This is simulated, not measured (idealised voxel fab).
Process module under the name voxel wiring stack
It is cross-section cut that appears here, measuring 280 nm in width, its square cells being 5 nm in size.
We lay out every cross-section as a grid of square cells and spell it out in bands from the top down, where one band means one or more rows of cells.
The entry gives the band's vertical extent as a top height and a bottom height in nm, then its horizontal make-up as materials from left to right, each with a width in nm. "air" stands for empty space; a single material marked "edge to edge" fills the band edge to edge.
Measure heights from 0. That's the level where, below it, the as-received wafer is all one material. The lowest band is bottomless and extends downward; write it as in "from 0 down".
The width entry "30..40" should be interpreted row by row: the top row of cells in the band takes the first number, the bottom row takes the second number, and the change between adjacent rows is uniform throughout.
A step reported as "nothing got changed" is a step in which no cell of the cross-section changed.
Empty spaces counting at least 8 cells and having no open way to the top are listed in "Catalogued sealed voids". The notation width x height at distance is used for each, the distance being from the left edge and all three values in nm.
Note: text after step settings on the step line = simulator remark on that step.
Each step line may optionally specify "overlay nm", which for a step with a mask gives the rightward distance between the mask's planned place and where it lay, a negative value indicating the leftward direction.
LIST OF PLANNED PROCESS STEPS
1 RECEIVE [material Si]
2 CONFORMAL_DEP [material SiO2] [thk nm 15]
3 DIRECTIONAL_DEP [material TiN] [thk nm 5]
4 DIRECTIONAL_DEP [material Ru] [thk nm 25]
5 MASKED_ETCH [tone cover] [mask id METAL_1] [width nm 20] [pitch nm 50] [etch materials Ru] [depth nm 25] [overlay nm 0]
6 MASKED_ETCH [tone cover] [mask id METAL_1] [width nm 20] [pitch nm 50] [etch materials TiN] [depth nm 5] [overlay nm 0]
7 CONFORMAL_DEP [material SiCN] [thk nm 5]
8 FILL_DEP [material SiO2] [thk nm 5]
9 CMP [height nm 45]
10 CONFORMAL_DEP [material SiCN] [thk nm 5]
11 DIRECTIONAL_DEP [material lowk] [thk nm 20]
12 PATTERN [tone open] [mask id PLUG_1] [material resist] [width nm 15] [pitch nm 100] [thk nm 15] [overlay nm 0]
13 DIRECTIONAL_ETCH [etch materials lowk] [depth nm 20]
14 DIRECTIONAL_ETCH [etch materials SiCN] [depth nm 5]
15 STRIP [etch materials resist]
16 CONFORMAL_DEP [material TiN] [thk nm 5]
17 FILL_DEP [material W] [thk nm 5]
18 CMP [height nm 70]
19 DIRECTIONAL_DEP [material TiN] [thk nm 5]
20 DIRECTIONAL_DEP [material Ru] [thk nm 20]
21 DIRECTIONAL_DEP [material aC] [thk nm 10]
22 PATTERN [tone cover] [mask id METAL_2] [material resist] [width nm 20] [pitch nm 50] [thk nm 30] [overlay nm 0]
23 DIRECTIONAL_ETCH [etch materials aC] [depth nm 10]
24 STRIP [etch materials resist]
25 DIRECTIONAL_ETCH [etch materials Ru] [depth nm 20]
26 DIRECTIONAL_ETCH [etch materials TiN] [depth nm 5]
27 STRIP [etch materials aC]
28 CONFORMAL_DEP [material SiN] [thk nm 5]
29 FILL_DEP [material lowk] [thk nm 5]
30 CMP [height nm 95]
31 CONFORMAL_DEP [material SiCN] [thk nm 5]
32 DIRECTIONAL_DEP [material lowk] [thk nm 25]
33 MASKED_ETCH [tone open] [mask id METAL_3_HOLES] [width nm 15] [pitch nm 100] [etch materials lowk] [depth nm 25] [overlay nm 0]
34 PATTERN [tone open] [mask id METAL_3] [material resist] [width nm 20] [pitch nm 50] [thk nm 20] [overlay nm 0]
35 DIRECTIONAL_ETCH [etch materials lowk] [depth nm 15]
36 DIRECTIONAL_ETCH [etch materials SiCN] [depth nm 5]
37 STRIP [etch materials resist]
38 CONFORMAL_DEP [material TiN] [thk nm 5]
39 FILL_DEP [material Cu] [thk nm 5]
40 CMP [height nm 125]
41 CONFORMAL_DEP [material SiN] [thk nm 5]
WAFER AS RECEIVED: CROSS-SECTION FOLLOWING STEP 1
  from 0 down: Si edge to edge
  Catalogued sealed voids: none
CROSS-SECTION TAKEN AT MODULE COMPLETION ON THE FIRST OF TWO WAFERS; PROCESSED PER THE PLAN
  from 130 to 125: SiN edge to edge
  from 125 to 115: 80 lowk, 5 TiN, 10 Cu, 5 TiN, 30 lowk, 5 TiN, 10 Cu, 5 TiN, 30 lowk, 5 TiN, 10 Cu, 5 TiN, 80 lowk
  from 115 to 110: 80 lowk, 5 TiN, 5 Cu, 10 TiN, 30 lowk, 20 TiN, 30 lowk, 5 TiN, 5 Cu, 10 TiN, 80 lowk
  from 110 to 100: 80 lowk, 5 TiN, 5 Cu, 5 TiN, 85 lowk, 5 TiN, 5 Cu, 5 TiN, 85 lowk
  from 100 to 95: 80 SiCN, 15 TiN, 85 SiCN, 15 TiN, 85 SiCN
  from 95 to 75: 75 lowk, 5 SiN, 20 Ru, 5 SiN, 20 lowk, 5 SiN, 20 Ru, 5 SiN, 20 lowk, 5 SiN, 20 Ru, 5 SiN, 75 lowk
  from 75 to 70: 80 SiN, 20 TiN, 30 SiN, 20 TiN, 30 SiN, 20 TiN, 80 SiN
  from 70 to 50: 80 lowk, 5 TiN, 5 W, 5 TiN, 85 lowk, 5 TiN, 5 W, 5 TiN, 85 lowk
  from 50 to 45: 80 SiCN, 15 TiN, 85 SiCN, 15 TiN, 85 SiCN
  from 45 to 20: 75 SiO2, 5 SiCN, 20 Ru, 5 SiCN, 20 SiO2, 5 SiCN, 20 Ru, 5 SiCN, 20 SiO2, 5 SiCN, 20 Ru, 5 SiCN, 75 SiO2
  from 20 to 15: 80 SiCN, 20 TiN, 30 SiCN, 20 TiN, 30 SiCN, 20 TiN, 80 SiCN
  from 15 to 0: SiO2 edge to edge
  from 0 down: Si edge to edge
  Catalogued sealed voids: none
CROSS-SECTIONAL VIEW OF THE SECOND OF TWO WAFERS UPON COMPLETION OF THE MODULE. THIS WAFER SHARED ITS STARTING CONDITION AND PROCESS PLAN WITH THE FIRST; ONE ERROR WAS MADE DURING ITS EXECUTION
  from 130 to 125: SiN edge to edge
  from 125 to 115: 90 Cu, 5 TiN, 5 lowk, 5 TiN, 20 Cu, 5 TiN, 20 lowk, 5 TiN, 35 Cu, 5 TiN, 5 lowk, 5 TiN, 75 Cu
  from 115 to 110: 85 TiN, 5 Cu, 5 TiN, 5 lowk, 30 TiN, 20 lowk, 35 TiN, 5 Cu, 5 TiN, 5 lowk, 80 TiN
  from 110 to 105: 80 lowk, 5 TiN, 5 Cu, 5 TiN, 85 lowk, 5 TiN, 5 Cu, 5 TiN, 85 lowk
  from 105 to 100: 80 lowk, 15 TiN, 85 lowk, 15 TiN, 85 lowk
  from 100 to 95: SiCN edge to edge
  from 95 to 75: 75 lowk, 5 SiN, 20 Ru, 5 SiN, 20 lowk, 5 SiN, 20 Ru, 5 SiN, 20 lowk, 5 SiN, 20 Ru, 5 SiN, 75 lowk
  from 75 to 70: 80 SiN, 20 TiN, 30 SiN, 20 TiN, 30 SiN, 20 TiN, 80 SiN
  from 70 to 50: 80 lowk, 5 TiN, 5 W, 5 TiN, 85 lowk, 5 TiN, 5 W, 5 TiN, 85 lowk
  from 50 to 45: 80 SiCN, 15 TiN, 85 SiCN, 15 TiN, 85 SiCN
  from 45 to 20: 75 SiO2, 5 SiCN, 20 Ru, 5 SiCN, 20 SiO2, 5 SiCN, 20 Ru, 5 SiCN, 20 SiO2, 5 SiCN, 20 Ru, 5 SiCN, 75 SiO2
  from 20 to 15: 80 SiCN, 20 TiN, 30 SiCN, 20 TiN, 30 SiCN, 20 TiN, 80 SiCN
  from 15 to 0: SiO2 edge to edge
  from 0 down: Si edge to edge
  Catalogued sealed voids: none
Where did the run depart from the plan? step 34 ran differently from the plan; actual operation with settings: PATTERN [tone cover] [mask id METAL_3] [material resist] [width nm 20] [pitch nm 50] [thk nm 20] [overlay nm 0]
It is noted that, at the conclusion of processing, the second wafer exhibits a higher or lower cell count for certain materials relative to the first: 74 more of Cu | 6 more of SiCN | 34 more of TiN | 114 fewer of lowk
